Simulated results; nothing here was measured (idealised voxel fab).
Process module heading - voxel wiring stack
The cross-section shown here is cut; it is 285 nm wide and divided into square cells measuring 5 nm on a side.
Square cells in a grid make up a cross-section in this document, and the grid is given as bands, listed from the top down, each one or more rows of cells.
The band entry comprises the height of the band's top followed by the height of its bottom, expressed in nm, and subsequently the band's materials from left to right, each stated together with its width in nm. Where a single material is marked with the word "throughout", that material fills the band from edge to edge. The word "blank" represents empty space.
Note: height 0 marks the level under which the wafer is uniformly one material as received. Lowest band unbounded below, written "0..down".
Top row gets the first number, bottom row gets the second, and each row in between changes by the same step: that is how a band width like "30 to 40" works.
It should be understood that the words "remains unaltered", when stated for a given step, signify that the cross-section underwent no change in any of its cells during that step.
In the "Tabulated closed voids" entry, you get each enclosed empty space of 8 cells or more, one with no open way to the top, written width x height at distance, distance from the left edge, in nm.
Read whatever lies past the settings on a step's line as the simulator's own remark about the step.
"overlay nm" denotes, for a step that has a mask, the displacement of the mask to the right of its planned place, with negative values corresponding to the left.

[The steps planned for the process are as follows]
1,RECEIVE | material Si
2,CONFORMAL_DEP | material SiO2 | thk nm 15
3,CONFORMAL_DEP | material SiCN | thk nm 5
4,DIRECTIONAL_DEP | material SiO2 | thk nm 25
5,MASKED_ETCH | tone open | mask id METAL_1 | width nm 25 | pitch nm 40 | etch materials SiO2 | depth nm 25 | overlay nm 0
6,MASKED_ETCH | tone open | mask id METAL_1 | width nm 25 | pitch nm 40 | etch materials SiCN | depth nm 5 | overlay nm 0
7,CONFORMAL_DEP | material TiN | thk nm 5
8,FILL_DEP | material Ru | thk nm 10
9,CMP | height nm 45
10,EPI | material Ru | thk nm 5
11,FILL_DEP | material SiCN | thk nm 5
12,DIRECTIONAL_DEP | material lowk | thk nm 35
13,MASKED_ETCH | tone open | mask id METAL_2 | width nm 25 | pitch nm 40 | etch materials lowk | depth nm 20 | overlay nm 0
14,MASKED_ETCH | tone open | mask id METAL_2_HOLES | width nm 15 | pitch nm 80 | etch materials lowk | depth nm 15 | overlay nm 0
15,MASKED_ETCH | tone open | mask id METAL_2_HOLES | width nm 15 | pitch nm 80 | etch materials SiCN | depth nm 5 | overlay nm 0
16,CONFORMAL_DEP | material TiN | thk nm 5
17,FILL_DEP | material Cu | thk nm 5
18,CMP | height nm 90
19,CONFORMAL_DEP | material SiCN | thk nm 5
20,DIRECTIONAL_DEP | material SiO2 | thk nm 10
21,DIRECTIONAL_DEP | material aC | thk nm 15
22,PATTERN | tone open | mask id PLUG_2 | material resist | width nm 15 | pitch nm 40 | thk nm 35 | overlay nm 0
23,DIRECTIONAL_ETCH | etch materials aC | depth nm 15
24,STRIP | etch materials resist
25,DIRECTIONAL_ETCH | etch materials SiO2 | depth nm 10
26,DIRECTIONAL_ETCH | etch materials SiCN | depth nm 5
27,STRIP | etch materials aC
28,EPI | material Ru | thk nm 10
29,EPI | material Ru | thk nm 5
30,CONFORMAL_DEP | material SiN | thk nm 5
31,DIRECTIONAL_DEP | material lowk | thk nm 20
32,DIRECTIONAL_DEP | material aC | thk nm 10
33,PATTERN | tone open | mask id METAL_3 | material resist | width nm 25 | pitch nm 40 | thk nm 30 | overlay nm 0
34,DIRECTIONAL_ETCH | etch materials aC | depth nm 10
35,STRIP | etch materials resist
36,DIRECTIONAL_ETCH | etch materials lowk | depth nm 20
37,DIRECTIONAL_ETCH | etch materials SiN | depth nm 5
38,STRIP | etch materials aC
39,CONFORMAL_DEP | material TiN | thk nm 5
40,FILL_DEP | material W | thk nm 10
41,CMP | height nm 130
42,CONFORMAL_DEP | material SiCN | thk nm 5
43,DIRECTIONAL_DEP | material lowk | thk nm 15
44,DIRECTIONAL_DEP | material aC | thk nm 15
45,PATTERN | tone open | mask id PLUG_3 | material resist | width nm 15 | pitch nm 80 | thk nm 35 | overlay nm 0
46,DIRECTIONAL_ETCH | etch materials aC | depth nm 15
47,STRIP | etch materials resist
48,DIRECTIONAL_ETCH | etch materials lowk | depth nm 15
49,DIRECTIONAL_ETCH | etch materials SiCN | depth nm 5
50,STRIP | etch materials aC
51,EPI | material Ru | thk nm 10
52,EPI | material Ru | thk nm 10
53,DIRECTIONAL_DEP | material TiN | thk nm 5
54,DIRECTIONAL_DEP | material Ru | thk nm 15
55,MASKED_ETCH | tone cover | mask id METAL_4 | width nm 25 | pitch nm 40 | etch materials Ru | depth nm 15 | overlay nm 0
56,MASKED_ETCH | tone cover | mask id METAL_4 | width nm 25 | pitch nm 40 | etch materials TiN | depth nm 5 | overlay nm 0
57,CONFORMAL_DEP | material SiCN | thk nm 5
58,FILL_DEP | material lowk | thk nm 10
59,CMP | height nm 170
60,CONFORMAL_DEP | material SiCN | thk nm 5

[Received-state cross-section, reflecting completion of step 1]
	0..down | Si throughout
	Tabulated closed voids: none

[Post-module cross-section of the first of two wafers (run per plan)]
	175..170 | SiCN throughout
	170..155 | lowk 65 / SiCN 5 / Ru 25 / SiCN 5 / lowk 5 / SiCN 5 / Ru 25 / SiCN 5 / lowk 5 / SiCN 5 / Ru 25 / SiCN 5 / lowk 5 / SiCN 5 / Ru 25 / SiCN 5 / lowk 65
	155..150 | SiCN 70 / TiN 25 / SiCN 15 / TiN 25 / SiCN 15 / TiN 25 / SiCN 15 / TiN 25 / SiCN 70
	150..135 | lowk 70 / Ru 15 / lowk 65 / Ru 15 / lowk 120
	135..130 | SiCN 70 / Ru 15 / SiCN 65 / Ru 15 / SiCN 120
	130..110 | lowk 70 / TiN 5 / W 15 / TiN 5 / lowk 15 / TiN 5 / W 15 / TiN 5 / lowk 15 / TiN 5 / W 15 / TiN 5 / lowk 15 / TiN 5 / W 15 / TiN 5 / lowk 70
	110..105 | SiN 70 / TiN 25 / SiN 15 / TiN 25 / SiN 15 / TiN 25 / SiN 15 / TiN 25 / SiN 70
	105..95 | SiO2 70 / Ru 15 / SiO2 25 / Ru 15 / SiO2 25 / Ru 15 / SiO2 25 / Ru 15 / SiO2 80
	95..90 | SiCN 70 / Ru 15 / SiCN 25 / Ru 15 / SiCN 25 / Ru 15 / SiCN 25 / Ru 15 / SiCN 80
	90..75 | lowk 70 / TiN 5 / Cu 15 / TiN 5 / lowk 15 / TiN 5 / Cu 15 / TiN 5 / lowk 15 / TiN 5 / Cu 15 / TiN 5 / lowk 15 / TiN 5 / Cu 15 / TiN 5 / lowk 70
	75..70 | lowk 70 / TiN 5 / Cu 5 / TiN 15 / lowk 15 / TiN 25 / lowk 15 / TiN 5 / Cu 5 / TiN 15 / lowk 15 / TiN 25 / lowk 70
	70..55 | lowk 70 / TiN 5 / Cu 5 / TiN 5 / lowk 65 / TiN 5 / Cu 5 / TiN 5 / lowk 120
	55..50 | SiCN 70 / TiN 15 / SiCN 65 / TiN 15 / SiCN 120
	50..45 | SiCN 65 / Ru 35 / SiCN 5 / Ru 35 / SiCN 5 / Ru 35 / SiCN 5 / Ru 35 / SiCN 65
	45..20 | SiO2 70 / TiN 5 / Ru 15 / TiN 5 / SiO2 15 / TiN 5 / Ru 15 / TiN 5 / SiO2 15 / TiN 5 / Ru 15 / TiN 5 / SiO2 15 / TiN 5 / Ru 15 / TiN 5 / SiO2 70
	20..15 | SiCN 70 / TiN 25 / SiCN 15 / TiN 25 / SiCN 15 / TiN 25 / SiCN 15 / TiN 25 / SiCN 70
	15..0 | SiO2 throughout
	0..down | Si throughout
	Tabulated closed voids: none

[Cross-section at end of module for the second wafer of two, which matched the first in starting point and plan and differed by one mistake in its processing]
	175..170 | SiCN throughout
	170..155 | lowk 65 / SiCN 5 / Ru 25 / SiCN 5 / lowk 5 / SiCN 5 / Ru 25 / SiCN 5 / lowk 5 / SiCN 5 / Ru 25 / SiCN 5 / lowk 5 / SiCN 5 / Ru 25 / SiCN 5 / lowk 65
	155..150 | SiCN 70 / TiN 25 / SiCN 15 / TiN 25 / SiCN 15 / TiN 25 / SiCN 15 / TiN 25 / SiCN 70
	150..135 | lowk 70 / Ru 15 / lowk 65 / Ru 15 / lowk 120
	135..130 | SiCN 70 / Ru 15 / SiCN 65 / Ru 15 / SiCN 120
	130..110 | lowk 70 / TiN 5 / W 15 / TiN 5 / lowk 15 / TiN 5 / W 15 / TiN 5 / lowk 15 / TiN 5 / W 15 / TiN 5 / lowk 15 / TiN 5 / W 15 / TiN 5 / lowk 70
	110..105 | SiN 70 / TiN 25 / SiN 15 / TiN 25 / SiN 15 / TiN 25 / SiN 15 / TiN 25 / SiN 70
	105..95 | SiO2 70 / Ru 15 / SiO2 25 / SiN 5 / TiN 5 / SiN 5 / SiO2 25 / Ru 15 / SiO2 25 / SiN 5 / TiN 5 / SiN 5 / SiO2 80
	95..90 | SiCN 70 / Ru 15 / SiCN 25 / SiN 5 / TiN 5 / SiN 5 / SiCN 25 / Ru 15 / SiCN 25 / SiN 5 / TiN 5 / SiN 5 / SiCN 80
	90..85 | SiCN 70 / TiN 15 / SiCN 65 / TiN 15 / SiCN 120
	85..80 | SiCN 65 / lowk 35 / SiCN 5 / lowk 35 / SiCN 5 / lowk 35 / SiCN 5 / lowk 35 / SiCN 65
	80..50 | lowk throughout
	50..45 | lowk 65 / Ru 35 / lowk 5 / Ru 35 / lowk 5 / Ru 35 / lowk 5 / Ru 35 / lowk 65
	45..20 | SiO2 70 / TiN 5 / Ru 15 / TiN 5 / SiO2 15 / TiN 5 / Ru 15 / TiN 5 / SiO2 15 / TiN 5 / Ru 15 / TiN 5 / SiO2 15 / TiN 5 / Ru 15 / TiN 5 / SiO2 70
	20..15 | SiCN 70 / TiN 25 / SiCN 15 / TiN 25 / SiCN 15 / TiN 25 / SiCN 15 / TiN 25 / SiCN 70
	15..0 | SiO2 throughout
	0..down | Si throughout
	Tabulated closed voids: none
Nonconformance to the process plan: steps 11 and 12: order swapped relative to plan
at the end the second wafer has, in cells: 44 fewer of Cu; 18 fewer of Ru; 12 more of SiN; 48 fewer of TiN; 98 more of lowk
